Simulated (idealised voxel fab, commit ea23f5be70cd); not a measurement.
Process module heading - voxel fin reveal
It is cross-section cut that appears here, measuring 250 nm in width, its square cells being 5 nm in size.
Bands, listed from the top down, are how a cross-section gets written in this document; the cross-section itself is a grid of square cells, and a band is one or more rows of them. Within each band entry, the heights of the top and of the bottom of the band appear first, in that order and in nm; the materials of the band then follow from left to right, each with its corresponding width in nm. The designation "throughout" on a single material indicates that it fills the band from edge to edge; the designation "empty" indicates empty space. Basically, 0 is our baseline, since under it the wafer straight out of the box is all one material. The bottom band has no lower end and keeps on going down, so it looks like "0 down". A width given as "30..40" starts at the first number in the band's top row and ends at the second number in its bottom row, shifting by an equal amount at every step from row to row. When a step is marked "no modification", none of the cells in the cross-section changed during that step. So "Completely enclosed voids" is basically the list of trapped voids: any empty space of 8 cells or more that can't reach the top through an opening. They're written width x height at distance, the distance being from the left edge, and it's all nm. It should be noted that, on the line of a given step, the content following the step's settings is a remark produced by the simulator itself with respect to that step. The setting "overlay nm" may be written on the line of a step. When the step uses a mask, the value reports how far to the right of the planned place the mask lay, and a negative value reports that it lay to the left.

Process steps foreseen in the plan
1. op RECEIVE | material Si
2. op CONFORMAL_DEP | material SiN | thk nm 5
3. op DIRECTIONAL_DEP | material aC | thk nm 15
4. op PATTERN | tone cover | mask id FINS | material resist | width nm 15 | pitch nm 35 | thk nm 35 | overlay nm 0
5. op DIRECTIONAL_ETCH | etch materials aC | depth nm 15
6. op STRIP | etch materials resist
7. op DIRECTIONAL_ETCH | etch materials SiN | depth nm 5
8. op DIRECTIONAL_ETCH | etch materials Si | depth nm 35
9. op STRIP | etch materials aC
10. op OXIDIZE | depth nm 5
11. op FILL_DEP | material SiO2 | thk nm 15
12. op CMP | height nm 5
13. op SELECTIVE_ETCH | etch materials SiO2 | depth nm 25
14. op STRIP | etch materials SiN

The following pertains to the first of two wafers, which was processed as planned

As-received wafer cross-section (after step 1)
  0 down = Si throughout
  Completely enclosed voids: none

Wafer xsec, post step 2
  5 to 0 = SiN throughout
  Below 0, the layers are the same as they were.

Wafer xsec, post step 3
  20 to 5 = aC throughout
  Below 5, the layers are the same as they were.

Wafer xsec, post step 4
  55 to 20 = 80 nm empty, then 15 nm resist, then 20 nm empty, then 15 nm resist, then 20 nm empty, then 15 nm resist, then 85 nm empty
  Below 20, the layers are the same as they were.

Wafer xsec, post step 5
  40 to 20 = 80 nm empty, then 15 nm resist, then 20 nm empty, then 15 nm resist, then 20 nm empty, then 15 nm resist, then 85 nm empty
  20 to 5 = 80 nm empty, then 15 nm aC, then 20 nm empty, then 15 nm aC, then 20 nm empty, then 15 nm aC, then 85 nm empty
  Below 5, the layers are the same as they were.

Wafer xsec, post step 6
  20 to 5 = 80 nm empty, then 15 nm aC, then 20 nm empty, then 15 nm aC, then 20 nm empty, then 15 nm aC, then 85 nm empty
  Below 5, the layers are the same as they were.

Wafer xsec, post step 7
  20 to 5 = 80 nm empty, then 15 nm aC, then 20 nm empty, then 15 nm aC, then 20 nm empty, then 15 nm aC, then 85 nm empty
  5 to 0 = 80 nm empty, then 15 nm SiN, then 20 nm empty, then 15 nm SiN, then 20 nm empty, then 15 nm SiN, then 85 nm empty
  Below 0, the layers are the same as they were.

Wafer xsec, post step 8
  20 to 5 = 80 nm empty, then 15 nm aC, then 20 nm empty, then 15 nm aC, then 20 nm empty, then 15 nm aC, then 85 nm empty
  5 to 0 = 80 nm empty, then 15 nm SiN, then 20 nm empty, then 15 nm SiN, then 20 nm empty, then 15 nm SiN, then 85 nm empty
  0 to -35 = 80 nm empty, then 15 nm Si, then 20 nm empty, then 15 nm Si, then 20 nm empty, then 15 nm Si, then 85 nm empty
  Below -35, the layers are the same as they were.

Wafer xsec, post step 9
  5 to 0 = 80 nm empty, then 15 nm SiN, then 20 nm empty, then 15 nm SiN, then 20 nm empty, then 15 nm SiN, then 85 nm empty
  Below 0, the layers are the same as they were.

Wafer xsec, post step 10
  5 to 0 = 80 nm empty, then 15 nm SiN, then 20 nm empty, then 15 nm SiN, then 20 nm empty, then 15 nm SiN, then 85 nm empty
  0 to -35 = 80 nm empty, then 5 nm SiO2, then 5 nm Si, then 5 nm SiO2, then 20 nm empty, then 5 nm SiO2, then 5 nm Si, then 5 nm SiO2, then 20 nm empty, then 5 nm SiO2, then 5 nm Si, then 5 nm SiO2, then 85 nm empty
  -35 to -40 = 85 nm SiO2, then 5 nm Si, then 30 nm SiO2, then 5 nm Si, then 30 nm SiO2, then 5 nm Si, then 90 nm SiO2
  Below -40, the layers are the same as they were.

Wafer xsec, post step 11
  20 to 5 = SiO2 throughout
  5 to 0 = 80 nm SiO2, then 15 nm SiN, then 20 nm SiO2, then 15 nm SiN, then 20 nm SiO2, then 15 nm SiN, then 85 nm SiO2
  0 to -40 = 85 nm SiO2, then 5 nm Si, then 30 nm SiO2, then 5 nm Si, then 30 nm SiO2, then 5 nm Si, then 90 nm SiO2
  Below -40, the layers are the same as they were.

Wafer xsec, post step 12
  5 to 0 = 80 nm SiO2, then 15 nm SiN, then 20 nm SiO2, then 15 nm SiN, then 20 nm SiO2, then 15 nm SiN, then 85 nm SiO2
  Below 0, the layers are the same as they were.

Wafer xsec, post step 13
  5 to 0 = 80 nm empty, then 15 nm SiN, then 20 nm empty, then 15 nm SiN, then 20 nm empty, then 15 nm SiN, then 85 nm empty
  0 to -20 = 85 nm empty, then 5 nm Si, then 30 nm empty, then 5 nm Si, then 30 nm empty, then 5 nm Si, then 90 nm empty
  Below -20, the layers are the same as they were.

Wafer xsec, post step 14
  0 to -20 = 85 nm empty, then 5 nm Si, then 30 nm empty, then 5 nm Si, then 30 nm empty, then 5 nm Si, then 90 nm empty
  Below -20, the layers are the same as they were.

Second wafer, same starting conditions and recipe as the first, one mistake in executing it, nothing differs from the first up to and including step 12

Here is the second wafer in cross-section at the point where step 13 of the plan should have been done
  5 to 0 = 80 nm SiO2, then 15 nm empty, then 20 nm SiO2, then 15 nm empty, then 20 nm SiO2, then 15 nm empty, then 85 nm SiO2
  Below 0, the layers are the same as they were.

Here is the second wafer in cross-section at the point where step 14 of the plan should have been done
  0 to -20 = 85 nm empty, then 5 nm Si, then 30 nm empty, then 5 nm Si, then 30 nm empty, then 5 nm Si, then 90 nm empty
  -20 to -25 = 55 nm SiO2, then 30 nm empty, then 5 nm Si, then 30 nm empty, then 5 nm Si, then 30 nm empty, then 5 nm Si, then 30 nm empty, then 60 nm SiO2
  Below -25, the layers are the same as they were.
The mistake made against the process plan was this: so 13 and 14 got swapped relative to the plan, each ran where the other was supposed to
At the finish, the second wafer shows more or fewer cells for some materials than the first does: SiO2: 24 fewer
